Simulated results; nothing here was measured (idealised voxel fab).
process module | voxel air gaps
Each square cell in cross-section cut measures 5 nm, and the section as a whole is 215 nm wide.
A cross-section is a grid of square cells, given in bands from the top down. A band is one or more rows of cells.
Look at the band entry: it leads with the top's height and the bottom's height in nm. Then it lists the materials left to right, with a width in nm for each. The word "all across" on a single material says that material fills the band edge to edge. The word "empty" is empty space.
Height reference: 0 = level under which incoming wafer is all one material. Lowest band: no bottom, runs on downward, e.g. "0 nm and below".
When a width is written as two numbers, as in "30 to 40", the first number is the width in the top row of cells of the band and the second is the width in its bottom row, and the width changes by the same amount from each row to the next.
You'll sometimes find "changes: none" written for a step, and that's the way of saying that nowhere in the cross-section did a cell change during that step.
In "Completely sealed voids" the enclosed voids are listed, meaning empty spaces of 8 cells or larger without any opening to the top. The form is width x height at distance, distance from the left edge, units nm.
If you see something after the settings on a step's line, that's the simulator's own remark about that step.
overlay nm: step with mask; distance mask lay right of planned place; negative value = left of planned place.

Steps planned for the process
1 RECEIVE with material Si
2 CONFORMAL_DEP with material SiO2, thk nm 10
3 CONFORMAL_DEP with material SiN, thk nm 5
4 DIRECTIONAL_DEP with material SiO2, thk nm 40
5 DIRECTIONAL_DEP with material aC, thk nm 10
6 PATTERN with tone open, mask id LINES, material resist, width nm 20, pitch nm 45, thk nm 25, overlay nm 0
7 DIRECTIONAL_ETCH with etch materials aC, depth nm 10
8 STRIP with etch materials resist
9 DIRECTIONAL_ETCH with etch materials SiO2, depth nm 40
10 STRIP with etch materials aC
11 CONFORMAL_DEP with material TiN, thk nm 5
12 FILL_DEP with material Ru, thk nm 5
13 CMP with height nm 55
14 EPI with material Ru, thk nm 10
15 SELECTIVE_ETCH with etch materials SiO2, depth nm 50
16 CONFORMAL_DEP with material SiN, thk nm 5
The wafers are alike at the start. At step 3, their thk nm differs. The plan lists the first wafer's value.

First of several wafers, received after step 1, in cross-section
0 nm and below | Si all across
Completely sealed voids: none

What follows is a table in which each wafer occupies a row; for the wafer as it stands at the close of the module, the row states, material by material, how many cells have been gained (+) or lost (-) since receipt, and then gives its closed voids
thk nm 5, +120 Ru, +186 SiN, +86 SiO2, +72 TiN, Completely sealed voids: 15 x 30 at 55; 15 x 30 at 100; 15 x 30 at 145
thk nm 10, +112 Ru, +221 SiN, +86 SiO2, +64 TiN, Completely sealed voids: 15 x 25 at 55; 15 x 25 at 100; 15 x 25 at 145
thk nm 15, +104 Ru, +256 SiN, +86 SiO2, +56 TiN, Completely sealed voids: 15 x 20 at 55; 15 x 20 at 100; 15 x 20 at 145
thk nm 20, +96 Ru, +291 SiN, +86 SiO2, +48 TiN, Completely sealed voids: 15 x 15 at 55; 15 x 15 at 100; 15 x 15 at 145
